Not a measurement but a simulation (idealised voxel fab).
This is a process module. Its name is voxel ribs on slabs.
This is section cut - it's 225 nm across, gridded in 5 nm square cells.
Cross-sections here: square-cell grids, written as top-down lists of bands, a band being one or more rows of cells.
Band: top height; bottom height; in nm. Then, left to right: material with width in nm, for each material. "edge to edge": a single material spanning edge to edge. "blank": empty space.
A quick word on heights: they are counted from 0, and under that level the wafer as it came to us is one material throughout. The lowest band is different from the rest in having no bottom; it simply continues downward, written as in "0 and below".
Think of "30..40" as a width that walks from the first number to the second as you go down the band, top row to bottom row, taking equal-sized steps from row to row.
A step reported as "nothing got changed" is a step in which no cell of the cross-section changed.
Entrapped void list: empty space of 8 cells or more with no open way to the top, each as width x height at its distance from the left edge, in nm
after a step's settings: what the simulator itself notes on the step
Among the settings permitted on a step's line is "overlay nm"; applied to a step with a mask, it specifies the extent to which the mask lay to the right of its planned position, whereas a negative figure signifies a position to the left.
**The process steps that were planned are listed below**
1: op RECEIVE | material Si
2: op DIRECTIONAL_DEP | material SiO2 | thk nm 25
3: op DIRECTIONAL_DEP | material SiN | thk nm 20
4: op MASKED_ETCH | tone cover | mask id RIB | width nm 30 | etch materials SiN | depth nm 10 | overlay nm -15
5: op PATTERN | tone cover | mask id SLAB | material resist | width nm 80 | thk nm 20 | overlay nm 0
6: op DIRECTIONAL_ETCH | etch materials SiN | depth nm 10
7: op STRIP | etch materials resist
8: op FILL_DEP | material SiO2 | thk nm 20
9: op CMP | height nm 60
10: op DIRECTIONAL_DEP | material W | thk nm 10
11: op DIRECTIONAL_DEP | material aC | thk nm 15
12: op PATTERN | tone cover | mask id HEATER | material resist | width nm 40 | thk nm 30 | overlay nm 0
13: op DIRECTIONAL_ETCH | etch materials aC | depth nm 15
14: op STRIP | etch materials resist
15: op DIRECTIONAL_ETCH | etch materials W | depth nm 10
16: op STRIP | etch materials aC
17: op CONFORMAL_DEP | material SiN | thk nm 5
The wafers in this document start out alike and differ in the overlay nm applied at step 4; the plan shows the value used for the first wafer.
**Cross-section of the first of several wafers as received (after step 1)**
0 and below: Si edge to edge
Entrapped void list: none
**Depicted here is the first of several wafers in cross-section, at module completion following the last step, step 17**
75 down to 70: blank 85 nm; SiN 50 nm; blank 90 nm
70 down to 65: blank 85 nm; SiN 5 nm; W 40 nm; SiN 5 nm; blank 90 nm
65 down to 60: SiN 90 nm; W 40 nm; SiN 95 nm
60 down to 45: SiO2 edge to edge
45 down to 35: SiO2 80 nm; SiN 30 nm; SiO2 115 nm
35 down to 25: SiO2 70 nm; SiN 80 nm; SiO2 75 nm
25 down to 0: SiO2 edge to edge
0 and below: Si edge to edge
Entrapped void list: none
**Wafer cross-section (last wafer, module end)**
75 down to 70: blank 85 nm; SiN 50 nm; blank 90 nm
70 down to 65: blank 85 nm; SiN 5 nm; W 40 nm; SiN 5 nm; blank 90 nm
65 down to 60: SiN 90 nm; W 40 nm; SiN 95 nm
60 down to 45: SiO2 edge to edge
45 down to 35: SiO2 110 nm; SiN 30 nm; SiO2 85 nm
35 down to 25: SiO2 70 nm; SiN 80 nm; SiO2 75 nm
25 down to 0: SiO2 edge to edge
0 and below: Si edge to edge
Entrapped void list: none
**wafer rows; end of module; cells per material since receipt: (+) gained, (-) lost; then closed voids**
overlay nm -15 | +93 SiN | +496 SiO2 | +16 W | Entrapped void list: none
overlay nm -10 | +93 SiN | +496 SiO2 | +16 W | Entrapped void list: none
overlay nm -5 | +93 SiN | +496 SiO2 | +16 W | Entrapped void list: none
overlay nm 0 | +93 SiN | +496 SiO2 | +16 W | Entrapped void list: none
overlay nm 5 | +93 SiN | +496 SiO2 | +16 W | Entrapped void list: none
overlay nm 10 | +93 SiN | +496 SiO2 | +16 W | Entrapped void list: none
overlay nm 15 | +93 SiN | +496 SiO2 | +16 W | Entrapped void list: none
